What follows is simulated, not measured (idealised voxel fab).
The process module presented herein is designated voxel released beams.
Shown is cross-section cut, with a width of 270 nm and square cells of size 5 nm.
Think of the cross-section as a grid of square cells. We describe it in bands, top to bottom, and each band covers one or more rows of those cells.
Top height, bottom height, nm. Materials left to right, width each, nm. Single material + "all across" = fills band edge to edge. "empty" = empty.
Convention: height 0 is the level below which the wafer, as received, is all one material. The lowest band does not terminate at the bottom but continues downward, represented as "0 and below".
So if you see something like "30 to 40" for the width, read it as the top row of the band sitting at the first number and the bottom row at the second, with every row in between moving by the same amount as the last.
Step note "everything unchanged" = no cross-section cell changed.
Closed-off voids of 8+ cells (no open route to the top) go in "Trapped voids", written width x height at distance from the left edge, in nm.
Past the settings on a step's line: simulator remark, on that step.
The "overlay nm" setting may appear on a step's line; for a step that uses a mask, it gives how far to the right of its planned position the mask lay, and a negative value indicates the left.

Process steps - plan
1 op RECEIVE | material Si
2 op CONFORMAL_DEP | material Al2O3 | thk nm 10
3 op DIRECTIONAL_DEP | material SiO2 | thk nm 10
4 op PATTERN | tone open | mask id ANCHOR | material resist | width nm 40 | thk nm 20 | overlay nm 0
5 op DIRECTIONAL_ETCH | etch materials SiO2 | depth nm 10
6 op STRIP | etch materials resist
7 op CONFORMAL_DEP | material SiN | thk nm 15
8 op DIRECTIONAL_DEP | material aC | thk nm 15
9 op PATTERN | tone cover | mask id BEAM | material resist | width nm 110 | thk nm 35 | overlay nm 0
10 op DIRECTIONAL_ETCH | etch materials aC | depth nm 15
11 op STRIP | etch materials resist
12 op DIRECTIONAL_ETCH | etch materials SiN | depth nm 5
13 op STRIP | etch materials aC
14 op STRIP | etch materials SiO2
Split variable: depth nm, step 12. Plan value = first wafer. Wafers start alike.

So this is the first of several wafers, cross-sectioned as it came to us, meaning it's at the end of step 1
	0 and below = Si all across
	Trapped voids: none

Quick key for the table: a row per wafer, taken at the end of the module. For each material it tells you how many cells the wafer gained (+) or lost (-) since it came in, and the closed voids come after
depth nm 5, +108 Al2O3, +142 SiN, +92 SiO2, Trapped voids: none
depth nm 10, +108 Al2O3, +110 SiN, +92 SiO2, Trapped voids: none
depth nm 15, +108 Al2O3, +78 SiN, Trapped voids: none
depth nm 20, +108 Al2O3, +78 SiN, Trapped voids: none
depth nm 25, +108 Al2O3, +78 SiN, Trapped voids: none
depth nm 30, +108 Al2O3, +78 SiN, Trapped voids: none
